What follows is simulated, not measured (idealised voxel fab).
process module | voxel transistor to metal
cross-section cut | 210 nm wide | cells 5 nm
A cross-section is a grid of square cells, given in bands from the top down. A band is one or more rows of cells.
Each band's line starts with the height of the band's top and of its bottom, in nm. Then come its materials from left to right, each with its width in nm. One material with "throughout" fills the band from edge to edge. "air" is empty space.
Height 0 is the level under which the wafer as received is all one material. The lowest band goes on downwards, as in "0 down".
A width such as "30 to 40" changes by the same amount from each row of cells to the next, from the band's top row to its bottom row.
"no change" after a step means that no cell of the cross-section changed.
closed voids: empty space of 8 cells or more with no open way to the top, each as width x height at its distance from the left edge, in nm
after a step's settings: what the simulator itself notes on the step
overlay nm, on a step with a mask: how far to the right of its planned place the mask lay; to the left if negative
plan
1 op RECEIVE | material Si
2 op OXIDIZE | depth nm 5
3 op CONFORMAL_DEP | material SiN | thk nm 10
4 op PATTERN | tone cover | mask id ACTIVE | material resist | width nm 95 | thk nm 15 | overlay nm 0
5 op DIRECTIONAL_ETCH | etch materials SiN | depth nm 10
6 op DIRECTIONAL_ETCH | etch materials SiO2 | depth nm 5
7 op DIRECTIONAL_ETCH | etch materials Si | depth nm 35
8 op STRIP | etch materials resist
9 op OXIDIZE | depth nm 5
10 op FILL_DEP | material SiO2 | thk nm 5
11 op CMP | height nm 10
12 op SELECTIVE_ETCH | etch materials SiO2 | depth nm 10
13 op STRIP | etch materials SiN
14 op SELECTIVE_ETCH | etch materials SiO2 | depth nm 5
15 op OXIDIZE | depth nm 5
16 op DIRECTIONAL_DEP | material polySi | thk nm 25
17 op DIRECTIONAL_DEP | material SiCN | thk nm 10
18 op MASKED_ETCH | tone cover | mask id GATE | width nm 15 | etch materials SiCN | depth nm 20 | overlay nm 0
19 op MASKED_ETCH | tone cover | mask id GATE | width nm 15 | etch materials polySi | depth nm 35 | overlay nm 0
20 op CONFORMAL_DEP | material SiN | thk nm 10
21 op DIRECTIONAL_ETCH | etch materials SiN | depth nm 10
22 op DIRECTIONAL_ETCH | etch materials SiO2 | depth nm 5
23 op DIRECTIONAL_ETCH | etch materials Si | depth nm 10
24 op EPI | material nSi | thk nm 15
25 op FILL_DEP | material SiO2 | thk nm 5
26 op CMP | height nm 30
27 op DIRECTIONAL_DEP | material SiO2 | thk nm 15
28 op MASKED_ETCH | tone open | mask id CONTACT | width nm 15 | pitch nm 60 | etch materials SiO2 | depth nm 50 | overlay nm 0
29 op CONFORMAL_DEP | material TiN | thk nm 5
30 op FILL_DEP | material W | thk nm 10
31 op CMP | height nm 45
32 op DIRECTIONAL_DEP | material TiN | thk nm 5
33 op DIRECTIONAL_DEP | material W | thk nm 25
34 op PATTERN | tone cover | mask id METAL_1 | material resist | width nm 15 | pitch nm 60 | thk nm 15 | overlay nm 0
35 op DIRECTIONAL_ETCH | etch materials W | depth nm 25
36 op DIRECTIONAL_ETCH | etch materials TiN | depth nm 5
37 op STRIP | etch materials resist
38 op FILL_DEP | material lowk | thk nm 10
39 op CMP | height nm 75
40 op CONFORMAL_DEP | material SiN | thk nm 5
as received, after step 1
  0 down: Si throughout
  closed voids: none
first wafer at the end, as planned
  80 to 75: SiN throughout
  75 to 50: lowk 65 | W 15 | lowk 45 | W 15 | lowk 70
  50 to 45: lowk 65 | TiN 15 | lowk 45 | TiN 15 | lowk 70
  45 to 30: SiO2 65 | TiN 5 | W 5 | TiN 5 | SiO2 45 | TiN 5 | W 5 | TiN 5 | SiO2 70
  30 to 20: SiO2 65 | TiN 5 | W 5 | TiN 5 | SiO2 5 | SiN 10 | SiCN 15 | SiN 10 | SiO2 5 | TiN 5 | W 5 | TiN 5 | SiO2 70
  20 to 10: SiO2 65 | TiN 5 | W 5 | TiN 5 | SiO2 5 | SiN 10 | polySi 15 | SiN 10 | SiO2 5 | TiN 5 | W 5 | TiN 5 | SiO2 70
  10 to 5: SiO2 65 | TiN 15 | SiO2 5 | SiN 10 | polySi 15 | SiN 10 | SiO2 5 | TiN 15 | SiO2 70
  5 to -5: SiO2 65 | TiN 5 | nSi 15 | SiN 10 | polySi 15 | SiN 10 | nSi 15 | TiN 5 | SiO2 70
  -5 to -10: SiO2 55 | nSi 30 | SiO2 35 | nSi 30 | SiO2 60
  -10 to -20: SiO2 60 | nSi 25 | Si 35 | nSi 25 | SiO2 65
  -20 to -45: SiO2 60 | Si 85 | SiO2 65
  -45 down: Si throughout
  closed voids: none
second wafer at the end: like start, like plan, one mistake
  80 to 75: SiN throughout
  75 to 50: lowk 65 | W 15 | lowk 45 | W 15 | lowk 70
  50 to 45: lowk 65 | TiN 15 | lowk 45 | TiN 15 | lowk 70
  45 to 35: SiO2 65 | TiN 5 | W 5 | TiN 5 | SiO2 45 | TiN 5 | W 5 | TiN 5 | SiO2 70
  35 to 30: SiO2 65 | TiN 15 | SiO2 45 | TiN 15 | SiO2 70
  30 to 20: SiCN 95 | SiN 15 | SiCN 100
  20 to -5: polySi throughout
  -5 to -10: SiO2 throughout
  -10 to -45: SiO2 60 | Si 85 | SiO2 65
  -45 down: Si throughout
  closed voids: none
what went wrong: step 18 ran as: op MASKED_ETCH | tone open | mask id GATE | width nm 15 | etch materials SiCN | depth nm 20 | overlay nm 0
at the end the second wafer has, in cells: 20 more of Si | 72 more of SiCN | 22 fewer of SiN | 187 fewer of SiO2 | 24 fewer of TiN | 10 fewer of W | 44 fewer of nSi | 195 more of polySi
